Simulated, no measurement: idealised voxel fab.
process module | voxel tone inversion
cross-section cut | 260 nm wide | cells 5 nm
A cross-section is a grid of square cells, given in bands from the top down. A band is one or more rows of cells.
Each band's line starts with the height of the band's top and of its bottom, in nm. Then come its materials from left to right, each with its width in nm. One material with "throughout" fills the band from edge to edge. "air" is empty space.
Height 0 is the level under which the wafer as received is all one material. The lowest band goes on downwards, as in "0 down".
A width such as "30 to 40" changes by the same amount from each row of cells to the next, from the band's top row to its bottom row.
"no change" after a step means that no cell of the cross-section changed.
closed voids: empty space of 8 cells or more with no open way to the top, each as width x height at its distance from the left edge, in nm
after a step's settings: what the simulator itself notes on the step
overlay nm, on a step with a mask: how far to the right of its planned place the mask lay; to the left if negative
plan
1 op RECEIVE | material Si
2 op CONFORMAL_DEP | material SiN | thk nm 10
3 op DIRECTIONAL_DEP | material aC | thk nm 25
4 op PATTERN | tone cover | mask id POSTS | material resist | width nm 25 | pitch nm 50 | thk nm 30 | overlay nm 0
5 op DIRECTIONAL_ETCH | etch materials aC | depth nm 25
6 op STRIP | etch materials resist
7 op FILL_DEP | material SiO2 | thk nm 5
8 op CMP | height nm 35
9 op STRIP | etch materials aC
first wafer, as planned
as received, after step 1
  0 down: Si throughout
  closed voids: none
after step 2
  10 to 0: SiN throughout
  below 0: unchanged
after step 3
  35 to 10: aC throughout
  below 10: unchanged
after step 4
  65 to 35: air 65 | resist 25 | air 25 | resist 25 | air 25 | resist 25 | air 70
  below 35: unchanged
after step 5
  40 to 35: air 65 | resist 25 | air 25 | resist 25 | air 25 | resist 25 | air 70
  35 to 10: air 65 | aC 25 | air 25 | aC 25 | air 25 | aC 25 | air 70
  below 10: unchanged
after step 6
  35 to 10: air 65 | aC 25 | air 25 | aC 25 | air 25 | aC 25 | air 70
  below 10: unchanged
after step 7
  40 to 35: SiO2 throughout
  35 to 10: SiO2 65 | aC 25 | SiO2 25 | aC 25 | SiO2 25 | aC 25 | SiO2 70
  below 10: unchanged
after step 8
  35 to 10: SiO2 65 | aC 25 | SiO2 25 | aC 25 | SiO2 25 | aC 25 | SiO2 70
  below 10: unchanged
after step 9
  35 to 10: SiO2 65 | air 25 | SiO2 25 | air 25 | SiO2 25 | air 25 | SiO2 70
  below 10: unchanged
second wafer: like start, like plan, one mistake. Through step 1 it matches the first wafer
when step 2 should have ended
  25 to 0: aC throughout
  below 0: unchanged
when step 3 should have ended
  35 to 25: SiN throughout
  below 25: unchanged
when step 4 should have ended
  65 to 35: air 65 | resist 25 | air 25 | resist 25 | air 25 | resist 25 | air 70
  below 35: unchanged
when step 5 should have ended
  40 to 35: air 65 | resist 25 | air 25 | resist 25 | air 25 | resist 25 | air 70
  below 35: unchanged
when step 6 should have ended
  35 to 25: SiN throughout
  below 25: unchanged
when step 7 should have ended
  40 to 35: SiO2 throughout
  below 35: unchanged
when step 8 should have ended
  35 to 25: SiN throughout
  below 25: unchanged
when step 9 should have ended: no change
what went wrong: steps 2 and 3 were swapped
at the end the second wafer has, in cells: 185 fewer of SiO2 | 260 more of aC
